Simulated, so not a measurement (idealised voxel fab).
This is a process module. Its name is voxel spacer lines.
Pictured: cross-section cut, 150 nm wide, on a grid of 5 nm square cells.
Each cross-section below is a grid of square cells, stated as bands in top-down order, with one or more rows of cells making up each band.
Band: top height; bottom height; in nm. Then, left to right: material with width in nm, for each material. "throughout": a single material spanning edge to edge. "air": empty space.
Below 0: as-received wafer, all one material; heights counted from there. Lowest band: no bottom, goes on down, written "0 and below".
The expression "30 to 40" gives the width at the extremes of the band, the first number at its top row of cells and the second at its bottom row, with the width changing by equal amounts from each row to the next in between.
Reading "no modifications" for a step: not a cell of the cross-section changed in it.
So "Enclosed void catalog" is basically the list of trapped voids: any empty space of 8 cells or more that can't reach the top through an opening. They're written width x height at distance, the distance being from the left edge, and it's all nm.
Anything after a step's settings on that line? It's the simulator's own note about the step.
Each step line may optionally specify "overlay nm", which for a step with a mask gives the rightward distance between the mask's planned place and where it lay, a negative value indicating the leftward direction.
### Intended process steps
- 1: RECEIVE: material Si
- 2: CONFORMAL_DEP: material Al2O3, thk nm 5
- 3: DIRECTIONAL_DEP: material W, thk nm 10
- 4: DIRECTIONAL_DEP: material polySi, thk nm 20
- 5: PATTERN: tone cover, mask id MANDREL, material resist, width nm 15, pitch nm 50, thk nm 25, overlay nm 0
- 6: DIRECTIONAL_ETCH: etch materials polySi, depth nm 20
- 7: STRIP: etch materials resist
- 8: CONFORMAL_DEP: material SiN, thk nm 10
- 9: DIRECTIONAL_ETCH: etch materials SiN, depth nm 10
- 10: STRIP: etch materials polySi
- 11: DIRECTIONAL_ETCH: etch materials W, depth nm 10
- 12: STRIP: etch materials SiN
- 13: FILL_DEP: material SiO2, thk nm 5
- 14: CMP: height nm 15
### Cross-section: wafer on arrival = after step 1
* 0 and below  Si throughout
* Enclosed void catalog: none
### Looking at the first of two wafers in cross-section at end of module - ran to plan
* 15 down to 5  SiO2=30 / W=10 / SiO2=15 / W=10 / SiO2=15 / W=10 / SiO2=15 / W=10 / SiO2=35
* 5 down to 0  Al2O3 throughout
* 0 and below  Si throughout
* Enclosed void catalog: none
### Cross-section, second wafer: same start as the first, same plan as the first, one mistake in running it; taken at the end of the module
* 15 down to 5  SiO2=30 / W=10 / SiO2=20 / W=10 / SiO2=10 / W=10 / SiO2=20 / W=10 / SiO2=30
* 5 down to 0  Al2O3 throughout
* 0 and below  Si throughout
* Enclosed void catalog: none
It is concluded that the wafer was processed incorrectly with respect to the plan, in that for step 5, the planned setting was not used; the step was instead run as PATTERN: tone cover, mask id MANDREL, material resist, width nm 20, pitch nm 50, thk nm 25, overlay nm 0
at the end the second wafer has, in cells: as many of each material as the first, in other places
